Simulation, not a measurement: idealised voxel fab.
Process module name: voxel wiring stack
Section shown: cut. Width: 225 nm. Cell size: 5 nm, square.
Cross-section spec: square-cell grid; bands listed top down; each band is one or more rows.
Band: top and bottom heights (nm) first, top before bottom; then materials from left to right, widths in nm. "everywhere" marks a sole material filling the band edge to edge. "empty" denotes empty space.
Heights are expressed relative to 0, this being the level below which the as-received wafer comprises one material exclusively. The lowest band is unbounded in the downward direction and is denoted as in "0 and below".
A two-number width, for instance "30 to 40", indicates that the width is equal to the first number in the top row of the band and to the second number in the bottom row, and that it changes by a constant amount per row of cells.
The designation "nothing was modified", where it is given for a processing step, indicates that no cell of the cross-section was altered in the course of that step.
Enclosed voids (no open way to top), threshold 8 cells or more, entry "Sealed internal cavities", notation width x height at distance, distance from left edge, nm.
Post-settings text on a step line: simulator's own remark regarding the step.
"overlay nm" answers the question of how far to the right of plan the mask lay on a step that has a mask, and when it is negative the answer is to the left.
Each pair below shows a cross-section before one step and the cross-section after it, down to the lowest band that changed. The line under each pair gives the step between them, with its settings. The pairs can come from different runs of this module on the same starting wafer, so a pair continues from the pair above only where its "Prior state" says so.
## Prior state
- 130 down to 120 | 60 lowk; 5 SiCN; 20 Ru; 5 SiCN; 5 lowk; 5 SiCN; 20 Ru; 5 SiCN; 5 lowk; 5 SiCN; 20 Ru; 5 SiCN; 65 lowk
- 120 down to 115 | 65 SiCN; 15 Ru; 5 TiN; 15 SiCN; 15 Ru; 5 TiN; 15 SiCN; 15 Ru; 5 TiN; 70 SiCN
- 115 down to 105 | 65 SiO2; 15 Ru; 20 SiO2; 15 Ru; 20 SiO2; 15 Ru; 75 SiO2
- 105 down to 100 | 65 SiO2; 15 TiN; 20 SiO2; 15 TiN; 20 SiO2; 15 TiN; 75 SiO2
- 100 down to 85 | SiO2 everywhere
- 85 down to 80 | SiCN everywhere
- 80 down to 60 | 65 lowk; 5 TiN; 10 W; 5 TiN; 15 lowk; 5 TiN; 10 W; 5 TiN; 15 lowk; 5 TiN; 10 W; 5 TiN; 70 lowk
- 60 down to 55 | 65 SiCN; 20 TiN; 15 SiCN; 20 TiN; 15 SiCN; 20 TiN; 70 SiCN
- 55 down to 35 | 65 SiO2; 5 TiN; 5 Ru; 5 TiN; 20 SiO2; 5 TiN; 5 Ru; 5 TiN; 20 SiO2; 5 TiN; 5 Ru; 5 TiN; 75 SiO2
- 35 down to 30 | 65 SiCN; 15 TiN; 20 SiCN; 15 TiN; 20 SiCN; 15 TiN; 75 SiCN
- 30 down to 15 | 65 lowk; 5 TiN; 10 Ru; 5 TiN; 15 lowk; 5 TiN; 10 Ru; 5 TiN; 15 lowk; 5 TiN; 10 Ru; 5 TiN; 70 lowk
- 15 down to 10 | 65 SiN; 20 TiN; 15 SiN; 20 TiN; 15 SiN; 20 TiN; 70 SiN
- 10 down to 0 | SiO2 everywhere
- 0 and below | Si everywhere
- Sealed internal cavities: none
## Section After Processing
- 135 down to 130 | SiCN everywhere
- For the remainder of the cross-section, below 130, there is no change.
- Sealed internal cavities: none
Upper to lower cross-section via CONFORMAL_DEP (material SiCN; thk nm 5)
## Prior state
- 100 down to 85 | 65 SiO2; 15 Ru; 20 SiO2; 15 Ru; 20 SiO2; 15 Ru; 75 SiO2
- 85 down to 80 | 65 SiCN; 15 Ru; 20 SiCN; 15 Ru; 20 SiCN; 15 Ru; 75 SiCN
- 80 down to 60 | 65 lowk; 5 TiN; 10 W; 5 TiN; 15 lowk; 5 TiN; 10 W; 5 TiN; 15 lowk; 5 TiN; 10 W; 5 TiN; 70 lowk
- 60 down to 55 | 65 SiCN; 20 TiN; 15 SiCN; 20 TiN; 15 SiCN; 20 TiN; 70 SiCN
- 55 down to 35 | 65 SiO2; 5 TiN; 5 Ru; 5 TiN; 20 SiO2; 5 TiN; 5 Ru; 5 TiN; 20 SiO2; 5 TiN; 5 Ru; 5 TiN; 75 SiO2
- 35 down to 30 | 65 SiCN; 15 TiN; 20 SiCN; 15 TiN; 20 SiCN; 15 TiN; 75 SiCN
- 30 down to 15 | 65 lowk; 5 TiN; 10 Ru; 5 TiN; 15 lowk; 5 TiN; 10 Ru; 5 TiN; 15 lowk; 5 TiN; 10 Ru; 5 TiN; 70 lowk
- 15 down to 10 | 65 SiN; 20 TiN; 15 SiN; 20 TiN; 15 SiN; 20 TiN; 70 SiN
- 10 down to 0 | SiO2 everywhere
- 0 and below | Si everywhere
- Sealed internal cavities: none
## Section After Processing
- 125 down to 100 | Ru everywhere
- For the remainder of the cross-section, below 100, there is no change.
- Sealed internal cavities: none
Upper to lower cross-section via DIRECTIONAL_DEP (material Ru; thk nm 25)
Prior state: carried over from the after image of the pair right above.
## Section After Processing
- 130 down to 125 | TiN everywhere
- For the remainder of the cross-section, below 125, there is no change.
- Sealed internal cavities: none
Upper to lower cross-section via DIRECTIONAL_DEP (material TiN; thk nm 5)
Prior state: carried over from the after image of the pair right above.
## Section After Processing
- 130 down to 125 | 65 empty; 20 TiN; 15 empty; 20 TiN; 15 empty; 20 TiN; 70 empty
- For the remainder of the cross-section, below 125, there is no change.
- Sealed internal cavities: none
Upper to lower cross-section via MASKED_ETCH (tone cover; mask id METAL_3; width nm 20; pitch nm 35; etch materials TiN; depth nm 5; overlay nm 0)
Prior state: carried over from the after image of the pair right above.
## Section After Processing
- 135 down to 130 | 60 empty; 30 SiCN; 5 empty; 30 SiCN; 5 empty; 30 SiCN; 65 empty
- 130 down to 125 | 65 SiCN; 20 TiN; 15 SiCN; 20 TiN; 15 SiCN; 20 TiN; 70 SiCN
- For the remainder of the cross-section, below 125, there is no change.
- Sealed internal cavities: none
Upper to lower cross-section via CONFORMAL_DEP (material SiCN; thk nm 5)
Prior state: carried over from the after image of the pair right above.
## Section After Processing
- 140 down to 135 | lowk everywhere
- 135 down to 130 | 60 lowk; 30 SiCN; 5 lowk; 30 SiCN; 5 lowk; 30 SiCN; 65 lowk
- For the remainder of the cross-section, below 130, there is no change.
- Sealed internal cavities: none
Upper to lower cross-section via FILL_DEP (material lowk; thk nm 5)
Prior state: carried over from the after image of the pair right above.
## Section After Processing
- 130 down to 125 | 65 SiCN; 20 TiN; 15 SiCN; 20 TiN; 15 SiCN; 20 TiN; 70 SiCN
- For the remainder of the cross-section, below 125, there is no change.
- Sealed internal cavities: none
Upper to lower cross-section via CMP (height nm 130)
Prior state: carried over from the after image of the pair right above.
## Section After Processing
- 135 down to 130 | SiCN everywhere
- For the remainder of the cross-section, below 130, there is no change.
- Sealed internal cavities: none
Upper to lower cross-section via CONFORMAL_DEP (material SiCN; thk nm 5)
## Prior state
- 70 down to 60 | Ru everywhere
- 60 down to 55 | 70 TiN; 5 Ru; 30 TiN; 5 Ru; 30 TiN; 5 Ru; 80 TiN
- 55 down to 35 | 65 SiO2; 5 TiN; 5 Ru; 5 TiN; 20 SiO2; 5 TiN; 5 Ru; 5 TiN; 20 SiO2; 5 TiN; 5 Ru; 5 TiN; 75 SiO2
- 35 down to 30 | 65 SiCN; 15 TiN; 20 SiCN; 15 TiN; 20 SiCN; 15 TiN; 75 SiCN
- 30 down to 15 | 65 lowk; 5 TiN; 10 Ru; 5 TiN; 15 lowk; 5 TiN; 10 Ru; 5 TiN; 15 lowk; 5 TiN; 10 Ru; 5 TiN; 70 lowk
- 15 down to 10 | 65 SiN; 20 TiN; 15 SiN; 20 TiN; 15 SiN; 20 TiN; 70 SiN
- 10 down to 0 | SiO2 everywhere
- 0 and below | Si everywhere
- Sealed internal cavities: none
## Section After Processing
- 50 down to 35 | 65 SiO2; 5 TiN; 5 Ru; 5 TiN; 20 SiO2; 5 TiN; 5 Ru; 5 TiN; 20 SiO2; 5 TiN; 5 Ru; 5 TiN; 75 SiO2
- For the remainder of the cross-section, below 35, there is no change.
- Sealed internal cavities: none
Upper to lower cross-section via CMP (height nm 50)
Prior state: carried over from the after image of the pair right above.
## Section After Processing
- 55 down to 50 | SiCN everywhere
- For the remainder of the cross-section, below 50, there is no change.
- Sealed internal cavities: none
Upper to lower cross-section via CONFORMAL_DEP (material SiCN; thk nm 5)
Prior state: carried over from the after image of the pair right above.
## Section After Processing
- 75 down to 55 | lowk everywhere
- For the remainder of the cross-section, below 55, there is no change.
- Sealed internal cavities: none
Upper to lower cross-section via DIRECTIONAL_DEP (material lowk; thk nm 20)
Prior state: carried over from the after image of the pair right above.
## Section After Processing
- 95 down to 75 | 65 resist; 20 empty; 15 resist; 20 empty; 15 resist; 20 empty; 70 resist
- For the remainder of the cross-section, below 75, there is no change.
- Sealed internal cavities: none
Upper to lower cross-section via PATTERN (tone open; mask id METAL_2; material resist; width nm 20; pitch nm 35; thk nm 20; overlay nm 0)
Prior state: carried over from the after image of the pair right above.
## Section After Processing
- 95 down to 75 | 65 resist; 20 empty; 15 resist; 20 empty; 15 resist; 20 empty; 70 resist
- 75 down to 55 | 65 lowk; 20 empty; 15 lowk; 20 empty; 15 lowk; 20 empty; 70 lowk
- For the remainder of the cross-section, below 55, there is no change.
- Sealed internal cavities: none
Upper to lower cross-section via DIRECTIONAL_ETCH (etch materials lowk; depth nm 20)
Prior state: carried over from the after image of the pair right above.
## Section After Processing
- 95 down to 75 | 65 resist; 20 empty; 15 resist; 20 empty; 15 resist; 20 empty; 70 resist
- 75 down to 55 | 65 lowk; 20 empty; 15 lowk; 20 empty; 15 lowk; 20 empty; 70 lowk
- 55 down to 50 | 65 SiCN; 20 empty; 15 SiCN; 20 empty; 15 SiCN; 20 empty; 70 SiCN
- For the remainder of the cross-section, below 50, there is no change.
- Sealed internal cavities: none
Upper to lower cross-section via DIRECTIONAL_ETCH (etch materials SiCN; depth nm 5)
Prior state: carried over from the after image of the pair right above.
## Section After Processing
- 75 down to 55 | 65 lowk; 20 empty; 15 lowk; 20 empty; 15 lowk; 20 empty; 70 lowk
- For the remainder of the cross-section, below 55, there is no change.
- Sealed internal cavities: none
Upper to lower cross-section via STRIP (etch materials resist)
Prior state: carried over from the after image of the pair right above.
## Section After Processing
- 80 down to 75 | 70 TiN; 10 empty; 25 TiN; 10 empty; 25 TiN; 10 empty; 75 TiN
- 75 down to 55 | 65 lowk; 5 TiN; 10 empty; 5 TiN; 15 lowk; 5 TiN; 10 empty; 5 TiN; 15 lowk; 5 TiN; 10 empty; 5 TiN; 70 lowk
- 55 down to 50 | 65 SiCN; 20 TiN; 15 SiCN; 20 TiN; 15 SiCN; 20 TiN; 70 SiCN
- For the remainder of the cross-section, below 50, there is no change.
- Sealed internal cavities: none
Upper to lower cross-section via CONFORMAL_DEP (material TiN; thk nm 5)
Prior state: carried over from the after image of the pair right above.
## Section After Processing
- 85 down to 80 | W everywhere
- 80 down to 75 | 70 TiN; 10 W; 25 TiN; 10 W; 25 TiN; 10 W; 75 TiN
- 75 down to 55 | 65 lowk; 5 TiN; 10 W; 5 TiN; 15 lowk; 5 TiN; 10 W; 5 TiN; 15 lowk; 5 TiN; 10 W; 5 TiN; 70 lowk
- For the remainder of the cross-section, below 55, there is no change.
- Sealed internal cavities: none
Upper to lower cross-section via FILL_DEP (material W; thk nm 5)
Prior state: carried over from the after image of the pair right above.
## Section After Processing
- 80 down to 75 | 70 TiN; 10 W; 25 TiN; 10 W; 25 TiN; 10 W; 75 TiN
- For the remainder of the cross-section, below 75, there is no change.
- Sealed internal cavities: none
Upper to lower cross-section via CMP (height nm 80)
Prior state: carried over from the after image of the pair right above.
## Section After Processing
- 85 down to 80 | SiCN everywhere
- For the remainder of the cross-section, below 80, there is no change.
- Sealed internal cavities: none
Upper to lower cross-section via CONFORMAL_DEP (material SiCN; thk nm 5)
Prior state: carried over from the after image of the pair right above.
## Section After Processing
- 100 down to 85 | SiO2 everywhere
- For the remainder of the cross-section, below 85, there is no change.
- Sealed internal cavities: none
Upper to lower cross-section via DIRECTIONAL_DEP (material SiO2; thk nm 15)
Prior state: carried over from the after image of the pair right above.
## Section After Processing
- 120 down to 100 | 65 resist; 15 empty; 20 resist; 15 empty; 20 resist; 15 empty; 75 resist
- For the remainder of the cross-section, below 100, there is no change.
- Sealed internal cavities: none
Upper to lower cross-section via PATTERN (tone open; mask id PLUG_2; material resist; width nm 15; pitch nm 35; thk nm 20; overlay nm 0)
Prior state: carried over from the after image of the pair right above.
## Section After Processing
- 120 down to 100 | 65 resist; 15 empty; 20 resist; 15 empty; 20 resist; 15 empty; 75 resist
- 100 down to 85 | 65 SiO2; 15 empty; 20 SiO2; 15 empty; 20 SiO2; 15 empty; 75 SiO2
- For the remainder of the cross-section, below 85, there is no change.
- Sealed internal cavities: none
Upper to lower cross-section via DIRECTIONAL_ETCH (etch materials SiO2; depth nm 15)
Prior state: carried over from the after image of the pair right above.
## Section After Processing
- 120 down to 100 | 65 resist; 15 empty; 20 resist; 15 empty; 20 resist; 15 empty; 75 resist
- 100 down to 85 | 65 SiO2; 15 empty; 20 SiO2; 15 empty; 20 SiO2; 15 empty; 75 SiO2
- 85 down to 80 | 65 SiCN; 15 empty; 20 SiCN; 15 empty; 20 SiCN; 15 empty; 75 SiCN
- For the remainder of the cross-section, below 80, there is no change.
- Sealed internal cavities: none
Upper to lower cross-section via DIRECTIONAL_ETCH (etch materials SiCN; depth nm 5)
Prior state: carried over from the after image of the pair right above.
## Section After Processing
- 100 down to 85 | 65 SiO2; 15 empty; 20 SiO2; 15 empty; 20 SiO2; 15 empty; 75 SiO2
- For the remainder of the cross-section, below 85, there is no change.
- Sealed internal cavities: none
Upper to lower cross-section via STRIP (etch materials resist)
Prior state: carried over from the after image of the pair right above.
## Section After Processing
- 100 down to 90 | 65 SiO2; 15 empty; 20 SiO2; 15 empty; 20 SiO2; 15 empty; 75 SiO2
- 90 down to 85 | 65 SiO2; 15 Ru; 20 SiO2; 15 Ru; 20 SiO2; 15 Ru; 75 SiO2
- 85 down to 80 | 65 SiCN; 15 Ru; 20 SiCN; 15 Ru; 20 SiCN; 15 Ru; 75 SiCN
- For the remainder of the cross-section, below 80, there is no change.
- Sealed internal cavities: none
Upper to lower cross-section via EPI (material Ru; thk nm 10)
Prior state: carried over from the after image of the pair right above.
## Section After Processing
- 100 down to 85 | 65 SiO2; 15 Ru; 20 SiO2; 15 Ru; 20 SiO2; 15 Ru; 75 SiO2
- For the remainder of the cross-section, below 85, there is no change.
- Sealed internal cavities: none
Upper to lower cross-section via EPI (material Ru; thk nm 10)
Prior state: carried over from the after image of the pair right above.
## Section After Processing
- 105 down to 100 | TiN everywhere
- For the remainder of the cross-section, below 100, there is no change.
- Sealed internal cavities: none
Upper to lower cross-section via DIRECTIONAL_DEP (material TiN; thk nm 5)
Prior state: carried over from the after image of the pair right above.
## Section After Processing
- 130 down to 105 | Ru everywhere
- For the remainder of the cross-section, below 105, there is no change.
- Sealed internal cavities: none
Upper to lower cross-section via DIRECTIONAL_DEP (material Ru; thk nm 25)
Prior state: carried over from the after image of the pair right above.
## Section After Processing
- 130 down to 105 | 65 empty; 20 Ru; 15 empty; 20 Ru; 15 empty; 20 Ru; 70 empty
- For the remainder of the cross-section, below 105, there is no change.
- Sealed internal cavities: none
Upper to lower cross-section via MASKED_ETCH (tone cover; mask id METAL_3; width nm 20; pitch nm 35; etch materials Ru; depth nm 25; overlay nm 0)
Prior state: carried over from the after image of the pair right above.
## Section After Processing
- 130 down to 105 | 65 empty; 20 Ru; 15 empty; 20 Ru; 15 empty; 20 Ru; 70 empty
- 105 down to 100 | 65 empty; 20 TiN; 15 empty; 20 TiN; 15 empty; 20 TiN; 70 empty
- For the remainder of the cross-section, below 100, there is no change.
- Sealed internal cavities: none
Upper to lower cross-section via MASKED_ETCH (tone cover; mask id METAL_3; width nm 20; pitch nm 35; etch materials TiN; depth nm 5; overlay nm 0)
Prior state: carried over from the after image of the pair right above.
## Section After Processing
- 135 down to 130 | 60 empty; 30 SiCN; 5 empty; 30 SiCN; 5 empty; 30 SiCN; 65 empty
- 130 down to 105 | 60 empty; 5 SiCN; 20 Ru; 5 SiCN; 5 empty; 5 SiCN; 20 Ru; 5 SiCN; 5 empty; 5 SiCN; 20 Ru; 5 SiCN; 65 empty
- 105 down to 100 | 65 SiCN; 20 TiN; 15 SiCN; 20 TiN; 15 SiCN; 20 TiN; 70 SiCN
- For the remainder of the cross-section, below 100, there is no change.
- Sealed internal cavities: none
Upper to lower cross-section via CONFORMAL_DEP (material SiCN; thk nm 5)
Prior state: carried over from the after image of the pair right above.
## Section After Processing
- 140 down to 135 | lowk everywhere
- 135 down to 130 | 60 lowk; 30 SiCN; 5 lowk; 30 SiCN; 5 lowk; 30 SiCN; 65 lowk
- 130 down to 105 | 60 lowk; 5 SiCN; 20 Ru; 5 SiCN; 5 lowk; 5 SiCN; 20 Ru; 5 SiCN; 5 lowk; 5 SiCN; 20 Ru; 5 SiCN; 65 lowk
- For the remainder of the cross-section, below 105, there is no change.
- Sealed internal cavities: none
Upper to lower cross-section via FILL_DEP (material lowk; thk nm 5)
Prior state: carried over from the after image of the pair right above.
## Section After Processing
- 130 down to 105 | 60 lowk; 5 SiCN; 20 Ru; 5 SiCN; 5 lowk; 5 SiCN; 20 Ru; 5 SiCN; 5 lowk; 5 SiCN; 20 Ru; 5 SiCN; 65 lowk
- For the remainder of the cross-section, below 105, there is no change.
- Sealed internal cavities: none
Upper to lower cross-section via CMP (height nm 130)
Prior state: carried over from the after image of the pair right above.
## Section After Processing
- 135 down to 130 | SiCN everywhere
- For the remainder of the cross-section, below 130, there is no change.
- Sealed internal cavities: none
Upper to lower cross-section via CONFORMAL_DEP (material SiCN; thk nm 5)
## Prior state
- 30 down to 15 | lowk everywhere
- 15 down to 10 | SiN everywhere
- 10 down to 0 | SiO2 everywhere
- 0 and below | Si everywhere
- Sealed internal cavities: none
## Section After Processing
- 30 down to 15 | 70 lowk; 15 empty; 20 lowk; 15 empty; 20 lowk; 15 empty; 70 lowk
- For the remainder of the cross-section, below 15, there is no change.
- Sealed internal cavities: none
Upper to lower cross-section via MASKED_ETCH (tone open; mask id METAL_1; width nm 15; pitch nm 35; etch materials lowk; depth nm 15; overlay nm 0)
Prior state: carried over from the after image of the pair right above.
## Section After Processing
- 30 down to 15 | 70 lowk; 15 empty; 20 lowk; 15 empty; 20 lowk; 15 empty; 70 lowk
- 15 down to 10 | 70 SiN; 15 empty; 20 SiN; 15 empty; 20 SiN; 15 empty; 70 SiN
- For the remainder of the cross-section, below 10, there is no change.
- Sealed internal cavities: none
Upper to lower cross-section via MASKED_ETCH (tone open; mask id METAL_1; width nm 20; pitch nm 35; etch materials SiN; depth nm 5; overlay nm 0)
Prior state: carried over from the after image of the pair right above.
## Section After Processing
- 35 down to 30 | 75 TiN; 5 empty; 30 TiN; 5 empty; 30 TiN; 5 empty; 75 TiN
- 30 down to 15 | 70 lowk; 5 TiN; 5 empty; 5 TiN; 20 lowk; 5 TiN; 5 empty; 5 TiN; 20 lowk; 5 TiN; 5 empty; 5 TiN; 70 lowk
- 15 down to 10 | 70 SiN; 15 TiN; 20 SiN; 15 TiN; 20 SiN; 15 TiN; 70 SiN
- For the remainder of the cross-section, below 10, there is no change.
- Sealed internal cavities: none
Upper to lower cross-section via CONFORMAL_DEP (material TiN; thk nm 5)
Prior state: carried over from the after image of the pair right above.
## Section After Processing
- 40 down to 35 | Ru everywhere
- 35 down to 30 | 75 TiN; 5 Ru; 30 TiN; 5 Ru; 30 TiN; 5 Ru; 75 TiN
- 30 down to 15 | 70 lowk; 5 TiN; 5 Ru; 5 TiN; 20 lowk; 5 TiN; 5 Ru; 5 TiN; 20 lowk; 5 TiN; 5 Ru; 5 TiN; 70 lowk
- For the remainder of the cross-section, below 15, there is no change.
- Sealed internal cavities: none
Upper to lower cross-section via FILL_DEP (material Ru; thk nm 5)
Prior state: carried over from the after image of the pair right above.
## Section After Processing
- 30 down to 15 | 70 lowk; 5 TiN; 5 Ru; 5 TiN; 20 lowk; 5 TiN; 5 Ru; 5 TiN; 20 lowk; 5 TiN; 5 Ru; 5 TiN; 70 lowk
- For the remainder of the cross-section, below 15, there is no change.
- Sealed internal cavities: none
Upper to lower cross-section via CMP (height nm 30)
Prior state: carried over from the after image of the pair right above.
## Section After Processing
- 35 down to 30 | SiCN everywhere
- For the remainder of the cross-section, below 30, there is no change.
- Sealed internal cavities: none
Upper to lower cross-section via CONFORMAL_DEP (material SiCN; thk nm 5)
Prior state: carried over from the after image of the pair right above.
## Section After Processing
- 55 down to 35 | SiO2 everywhere
- For the remainder of the cross-section, below 35, there is no change.
- Sealed internal cavities: none
Upper to lower cross-section via DIRECTIONAL_DEP (material SiO2; thk nm 20)
Prior state: carried over from the after image of the pair right above.
## Section After Processing
- 55 down to 35 | 65 SiO2; 15 empty; 20 SiO2; 15 empty; 20 SiO2; 15 empty; 75 SiO2
- For the remainder of the cross-section, below 35, there is no change.
- Sealed internal cavities: none
Upper to lower cross-section via MASKED_ETCH (tone open; mask id PLUG_1; width nm 15; pitch nm 35; etch materials SiO2; depth nm 20; overlay nm 0)
Prior state: carried over from the after image of the pair right above.
## Section After Processing
- 55 down to 35 | 65 SiO2; 15 empty; 20 SiO2; 15 empty; 20 SiO2; 15 empty; 75 SiO2
- 35 down to 30 | 65 SiCN; 15 empty; 20 SiCN; 15 empty; 20 SiCN; 15 empty; 75 SiCN
- For the remainder of the cross-section, below 30, there is no change.
- Sealed internal cavities: none
Upper to lower cross-section via MASKED_ETCH (tone open; mask id PLUG_1; width nm 15; pitch nm 35; etch materials SiCN; depth nm 5; overlay nm 0)
Prior state: carried over from the after image of the pair right above.
## Section After Processing
- 60 down to 55 | 70 TiN; 5 empty; 30 TiN; 5 empty; 30 TiN; 5 empty; 80 TiN
- 55 down to 35 | 65 SiO2; 5 TiN; 5 empty; 5 TiN; 20 SiO2; 5 TiN; 5 empty; 5 TiN; 20 SiO2; 5 TiN; 5 empty; 5 TiN; 75 SiO2
- 35 down to 30 | 65 SiCN; 15 TiN; 20 SiCN; 15 TiN; 20 SiCN; 15 TiN; 75 SiCN
- For the remainder of the cross-section, below 30, there is no change.
- Sealed internal cavities: none
Upper to lower cross-section via CONFORMAL_DEP (material TiN; thk nm 5)
Prior state: carried over from the after image of the pair right above.
## Section After Processing
- 70 down to 60 | Ru everywhere
- 60 down to 55 | 70 TiN; 5 Ru; 30 TiN; 5 Ru; 30 TiN; 5 Ru; 80 TiN
- 55 down to 35 | 65 SiO2; 5 TiN; 5 Ru; 5 TiN; 20 SiO2; 5 TiN; 5 Ru; 5 TiN; 20 SiO2; 5 TiN; 5 Ru; 5 TiN; 75 SiO2
- For the remainder of the cross-section, below 35, there is no change.
- Sealed internal cavities: none
Upper to lower cross-section via FILL_DEP (material Ru; thk nm 10)
Prior state: carried over from the after image of the pair right above.
## Section After Processing
- 55 down to 35 | 65 SiO2; 5 TiN; 5 Ru; 5 TiN; 20 SiO2; 5 TiN; 5 Ru; 5 TiN; 20 SiO2; 5 TiN; 5 Ru; 5 TiN; 75 SiO2
- For the remainder of the cross-section, below 35, there is no change.
- Sealed internal cavities: none
Upper to lower cross-section via CMP (height nm 55)
Prior state: carried over from the after image of the pair right above.
## Section After Processing
- 60 down to 55 | SiCN everywhere
- For the remainder of the cross-section, below 55, there is no change.
- Sealed internal cavities: none
Upper to lower cross-section via CONFORMAL_DEP (material SiCN; thk nm 5)
Prior state: carried over from the after image of the pair right above.
## Section After Processing
- 80 down to 60 | lowk everywhere
- For the remainder of the cross-section, below 60, there is no change.
- Sealed internal cavities: none
Upper to lower cross-section via DIRECTIONAL_DEP (material lowk; thk nm 20)
Prior state: carried over from the after image of the pair right above.
## Section After Processing
- 100 down to 80 | 65 resist; 20 empty; 15 resist; 20 empty; 15 resist; 20 empty; 70 resist
- For the remainder of the cross-section, below 80, there is no change.
- Sealed internal cavities: none
Upper to lower cross-section via PATTERN (tone open; mask id METAL_2; material resist; width nm 20; pitch nm 35; thk nm 20; overlay nm 0)
Prior state: carried over from the after image of the pair right above.
## Section After Processing
- 100 down to 80 | 65 resist; 20 empty; 15 resist; 20 empty; 15 resist; 20 empty; 70 resist
- 80 down to 60 | 65 lowk; 20 empty; 15 lowk; 20 empty; 15 lowk; 20 empty; 70 lowk
- For the remainder of the cross-section, below 60, there is no change.
- Sealed internal cavities: none
Upper to lower cross-section via DIRECTIONAL_ETCH (etch materials lowk; depth nm 20)
Prior state: carried over from the after image of the pair right above.
## Section After Processing
- 100 down to 80 | 65 resist; 20 empty; 15 resist; 20 empty; 15 resist; 20 empty; 70 resist
- 80 down to 60 | 65 lowk; 20 empty; 15 lowk; 20 empty; 15 lowk; 20 empty; 70 lowk
- 60 down to 55 | 65 SiCN; 20 empty; 15 SiCN; 20 empty; 15 SiCN; 20 empty; 70 SiCN
- For the remainder of the cross-section, below 55, there is no change.
- Sealed internal cavities: none
Upper to lower cross-section via DIRECTIONAL_ETCH (etch materials SiCN; depth nm 5)
Prior state: carried over from the after image of the pair right above.
## Section After Processing
- 80 down to 60 | 65 lowk; 20 empty; 15 lowk; 20 empty; 15 lowk; 20 empty; 70 lowk
- For the remainder of the cross-section, below 60, there is no change.
- Sealed internal cavities: none
Upper to lower cross-section via STRIP (etch materials resist)
Prior state: carried over from the after image of the pair right above.
## Section After Processing
- 85 down to 80 | 70 TiN; 10 empty; 25 TiN; 10 empty; 25 TiN; 10 empty; 75 TiN
- 80 down to 60 | 65 lowk; 5 TiN; 10 empty; 5 TiN; 15 lowk; 5 TiN; 10 empty; 5 TiN; 15 lowk; 5 TiN; 10 empty; 5 TiN; 70 lowk
- 60 down to 55 | 65 SiCN; 20 TiN; 15 SiCN; 20 TiN; 15 SiCN; 20 TiN; 70 SiCN
- For the remainder of the cross-section, below 55, there is no change.
- Sealed internal cavities: none
Upper to lower cross-section via CONFORMAL_DEP (material TiN; thk nm 5)
Prior state: carried over from the after image of the pair right above.
## Section After Processing
- 90 down to 85 | W everywhere
- 85 down to 80 | 70 TiN; 10 W; 25 TiN; 10 W; 25 TiN; 10 W; 75 TiN
- 80 down to 60 | 65 lowk; 5 TiN; 10 W; 5 TiN; 15 lowk; 5 TiN; 10 W; 5 TiN; 15 lowk; 5 TiN; 10 W; 5 TiN; 70 lowk
- For the remainder of the cross-section, below 60, there is no change.
- Sealed internal cavities: none
Upper to lower cross-section via FILL_DEP (material W; thk nm 5)
Prior state: carried over from the after image of the pair right above.
## Section After Processing
- 80 down to 60 | 65 lowk; 5 TiN; 10 W; 5 TiN; 15 lowk; 5 TiN; 10 W; 5 TiN; 15 lowk; 5 TiN; 10 W; 5 TiN; 70 lowk
- For the remainder of the cross-section, below 60, there is no change.
- Sealed internal cavities: none
Upper to lower cross-section via CMP (height nm 80)
Prior state: carried over from the after image of the pair right above.
## Section After Processing
- 85 down to 80 | SiCN everywhere
- For the remainder of the cross-section, below 80, there is no change.
- Sealed internal cavities: none
Upper to lower cross-section via CONFORMAL_DEP (material SiCN; thk nm 5)
Prior state: carried over from the after image of the pair right above.
## Section After Processing
- 100 down to 85 | SiO2 everywhere
- For the remainder of the cross-section, below 85, there is no change.
- Sealed internal cavities: none
Upper to lower cross-section via DIRECTIONAL_DEP (material SiO2; thk nm 15)
Prior state: carried over from the after image of the pair right above.
## Section After Processing
- 120 down to 100 | 65 resist; 15 empty; 20 resist; 15 empty; 20 resist; 15 empty; 75 resist
- For the remainder of the cross-section, below 100, there is no change.
- Sealed internal cavities: none
Upper to lower cross-section via PATTERN (tone open; mask id PLUG_2; material resist; width nm 15; pitch nm 35; thk nm 20; overlay nm 0)
Prior state: carried over from the after image of the pair right above.
## Section After Processing
- 120 down to 100 | 65 resist; 15 empty; 20 resist; 15 empty; 20 resist; 15 empty; 75 resist
- 100 down to 85 | 65 SiO2; 15 empty; 20 SiO2; 15 empty; 20 SiO2; 15 empty; 75 SiO2
- For the remainder of the cross-section, below 85, there is no change.
- Sealed internal cavities: none
Upper to lower cross-section via DIRECTIONAL_ETCH (etch materials SiO2; depth nm 15)
Prior state: carried over from the after image of the pair right above.
## Section After Processing
- 120 down to 100 | 65 resist; 15 empty; 20 resist; 15 empty; 20 resist; 15 empty; 75 resist
- 100 down to 85 | 65 SiO2; 15 empty; 20 SiO2; 15 empty; 20 SiO2; 15 empty; 75 SiO2
- 85 down to 80 | 65 SiCN; 15 empty; 20 SiCN; 15 empty; 20 SiCN; 15 empty; 75 SiCN
- For the remainder of the cross-section, below 80, there is no change.
- Sealed internal cavities: none
Upper to lower cross-section via DIRECTIONAL_ETCH (etch materials SiCN; depth nm 5)
Prior state: carried over from the after image of the pair right above.
## Section After Processing
- 100 down to 85 | 65 SiO2; 15 empty; 20 SiO2; 15 empty; 20 SiO2; 15 empty; 75 SiO2
- For the remainder of the cross-section, below 85, there is no change.
- Sealed internal cavities: none
Upper to lower cross-section via STRIP (etch materials resist)
Prior state: carried over from the after image of the pair right above.
## Section After Processing
- 100 down to 90 | 65 SiO2; 15 empty; 20 SiO2; 15 empty; 20 SiO2; 15 empty; 75 SiO2
- 90 down to 85 | 65 SiO2; 15 Ru; 20 SiO2; 15 Ru; 20 SiO2; 15 Ru; 75 SiO2
- 85 down to 80 | 65 SiCN; 15 Ru; 20 SiCN; 15 Ru; 20 SiCN; 15 Ru; 75 SiCN
- For the remainder of the cross-section, below 80, there is no change.
- Sealed internal cavities: none
Upper to lower cross-section via EPI (material Ru; thk nm 10)
Prior state: carried over from the after image of the pair right above.
## Section After Processing
- 100 down to 85 | 65 SiO2; 15 Ru; 20 SiO2; 15 Ru; 20 SiO2; 15 Ru; 75 SiO2
- For the remainder of the cross-section, below 85, there is no change.
- Sealed internal cavities: none
Upper to lower cross-section via EPI (material Ru; thk nm 10)
Prior state: carried over from the after image of the pair right above.
## Section After Processing
- 105 down to 100 | TiN everywhere
- For the remainder of the cross-section, below 100, there is no change.
- Sealed internal cavities: none
Upper to lower cross-section via DIRECTIONAL_DEP (material TiN; thk nm 5)
Prior state: carried over from the after image of the pair right above.
## Section After Processing
- 130 down to 105 | Ru everywhere
- For the remainder of the cross-section, below 105, there is no change.
- Sealed internal cavities: none
Upper to lower cross-section via DIRECTIONAL_DEP (material Ru; thk nm 25)
